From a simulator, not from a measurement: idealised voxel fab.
process module | voxel wiring stack
cross-section cut | 280 nm wide | cells 5 nm
A cross-section is a grid of square cells, given in bands from the top down. A band is one or more rows of cells.
Each band's line starts with the height of the band's top and of its bottom, in nm. Then come its materials from left to right, each with its width in nm. One material with "throughout" fills the band from edge to edge. "air" is empty space.
Height 0 is the level under which the wafer as received is all one material. The lowest band goes on downwards, as in "0 down".
A width such as "30 to 40" changes by the same amount from each row of cells to the next, from the band's top row to its bottom row.
"no change" after a step means that no cell of the cross-section changed.
closed voids: empty space of 8 cells or more with no open way to the top, each as width x height at its distance from the left edge, in nm
after a step's settings: what the simulator itself notes on the step
overlay nm, on a step with a mask: how far to the right of its planned place the mask lay; to the left if negative
plan
1 op RECEIVE | material Si
2 op CONFORMAL_DEP | material SiO2 | thk nm 10
3 op CONFORMAL_DEP | material SiCN | thk nm 5
4 op DIRECTIONAL_DEP | material lowk | thk nm 25
5 op DIRECTIONAL_DEP | material aC | thk nm 10
6 op PATTERN | tone open | mask id METAL_1 | material resist | width nm 30 | pitch nm 45 | thk nm 30 | overlay nm 0
7 op DIRECTIONAL_ETCH | etch materials aC | depth nm 10
8 op STRIP | etch materials resist
9 op DIRECTIONAL_ETCH | etch materials lowk | depth nm 25
10 op DIRECTIONAL_ETCH | etch materials SiCN | depth nm 5
11 op STRIP | etch materials aC
12 op CONFORMAL_DEP | material TiN | thk nm 5
13 op FILL_DEP | material W | thk nm 5
14 op CMP | height nm 40
15 op CONFORMAL_DEP | material SiCN | thk nm 5
16 op DIRECTIONAL_DEP | material SiO2 | thk nm 25
17 op DIRECTIONAL_DEP | material aC | thk nm 15
18 op PATTERN | tone open | mask id METAL_2_HOLES | material resist | width nm 15 | thk nm 30 | overlay nm 0
19 op DIRECTIONAL_ETCH | etch materials aC | depth nm 15
20 op STRIP | etch materials resist
21 op DIRECTIONAL_ETCH | etch materials SiO2 | depth nm 25
22 op STRIP | etch materials aC
23 op PATTERN | tone open | mask id METAL_2 | material resist | width nm 30 | pitch nm 45 | thk nm 20 | overlay nm 0
24 op DIRECTIONAL_ETCH | etch materials SiO2 | depth nm 15
25 op DIRECTIONAL_ETCH | etch materials SiCN | depth nm 5
26 op STRIP | etch materials resist
27 op CONFORMAL_DEP | material TiN | thk nm 5
28 op FILL_DEP | material Cu | thk nm 10
29 op CMP | height nm 70
30 op CONFORMAL_DEP | material SiCN | thk nm 5
31 op DIRECTIONAL_DEP | material SiO2 | thk nm 15
32 op MASKED_ETCH | tone open | mask id PLUG_2 | width nm 15 | pitch nm 45 | etch materials SiO2 | depth nm 15 | overlay nm 0
33 op MASKED_ETCH | tone open | mask id PLUG_2 | width nm 15 | pitch nm 45 | etch materials SiCN | depth nm 5 | overlay nm 0
34 op EPI | material Ru | thk nm 10
35 op EPI | material Ru | thk nm 10
36 op DIRECTIONAL_DEP | material TiN | thk nm 5
37 op DIRECTIONAL_DEP | material W | thk nm 20
38 op PATTERN | tone cover | mask id METAL_3 | material resist | width nm 30 | pitch nm 45 | thk nm 15 | overlay nm 0
39 op DIRECTIONAL_ETCH | etch materials W | depth nm 20
40 op DIRECTIONAL_ETCH | etch materials TiN | depth nm 5
41 op STRIP | etch materials resist
42 op CONFORMAL_DEP | material SiCN | thk nm 5
43 op FILL_DEP | material SiO2 | thk nm 5
44 op CMP | height nm 115
45 op CONFORMAL_DEP | material SiCN | thk nm 5
46 op DIRECTIONAL_DEP | material SiO2 | thk nm 10
47 op DIRECTIONAL_DEP | material aC | thk nm 15
48 op PATTERN | tone open | mask id PLUG_3 | material resist | width nm 15 | thk nm 35 | overlay nm 0
49 op DIRECTIONAL_ETCH | etch materials aC | depth nm 15
50 op STRIP | etch materials resist
51 op DIRECTIONAL_ETCH | etch materials SiO2 | depth nm 10
52 op DIRECTIONAL_ETCH | etch materials SiCN | depth nm 5
53 op STRIP | etch materials aC
54 op CONFORMAL_DEP | material TiN | thk nm 5
55 op FILL_DEP | material Ru | thk nm 10
56 op CMP | height nm 130
57 op CONFORMAL_DEP | material SiN | thk nm 5
58 op DIRECTIONAL_DEP | material SiO2 | thk nm 25
59 op DIRECTIONAL_DEP | material aC | thk nm 10
60 op PATTERN | tone open | mask id METAL_4 | material resist | width nm 30 | pitch nm 45 | thk nm 25 | overlay nm 0
61 op DIRECTIONAL_ETCH | etch materials aC | depth nm 10
62 op STRIP | etch materials resist
63 op DIRECTIONAL_ETCH | etch materials SiO2 | depth nm 25
64 op DIRECTIONAL_ETCH | etch materials SiN | depth nm 5
65 op STRIP | etch materials aC
66 op CONFORMAL_DEP | material TiN | thk nm 5
67 op FILL_DEP | material Cu | thk nm 5
68 op CMP | height nm 160
69 op CONFORMAL_DEP | material SiN | thk nm 5
as received, after step 1
  0 down: Si throughout
  closed voids: none
a wafer at the end: this start, this plan, one mistake
  165 to 160: SiN throughout
  160 to 135: SiO2 100 | TiN 5 | Cu 20 | TiN 5 | SiO2 15 | TiN 5 | Cu 20 | TiN 5 | SiO2 105
  135 to 130: SiN 100 | TiN 30 | SiN 15 | TiN 30 | SiN 105
  130 to 120: SiO2 100 | TiN 5 | Ru 5 | TiN 5 | SiO2 165
  120 to 115: SiCN 100 | TiN 15 | SiCN 165
  115 to 110: SiO2 95 | SiCN 5 | W 30 | SiCN 5 | SiO2 5 | SiCN 5 | W 30 | SiCN 5 | SiO2 100
  110 to 105: SiCN 100 | TiN 30 | SiCN 15 | TiN 30 | SiCN 105
  105 to 90: SiO2 100 | Ru 15 | SiO2 30 | Ru 15 | SiO2 120
  90 to 85: SiCN 100 | Ru 15 | SiCN 30 | Ru 15 | SiCN 120
  85 to 75: Cu throughout
  75 to 70: TiN 105 | Cu 20 | TiN 25 | Cu 20 | TiN 110
  70 to 60: SiO2 100 | TiN 5 | Cu 20 | TiN 5 | SiO2 15 | TiN 5 | Cu 20 | TiN 5 | SiO2 105
  60 to 55: SiO2 100 | TiN 5 | Cu 5 | TiN 20 | SiO2 15 | TiN 30 | SiO2 105
  55 to 45: SiO2 100 | TiN 5 | Cu 5 | TiN 5 | SiO2 165
  45 to 40: SiCN 100 | TiN 15 | SiCN 165
  40 to 15: lowk 100 | TiN 5 | W 20 | TiN 5 | lowk 15 | TiN 5 | W 20 | TiN 5 | lowk 105
  15 to 10: SiCN 100 | TiN 30 | SiCN 15 | TiN 30 | SiCN 105
  10 to 0: SiO2 throughout
  0 down: Si throughout
  closed voids: none
what went wrong: step 29 was left out
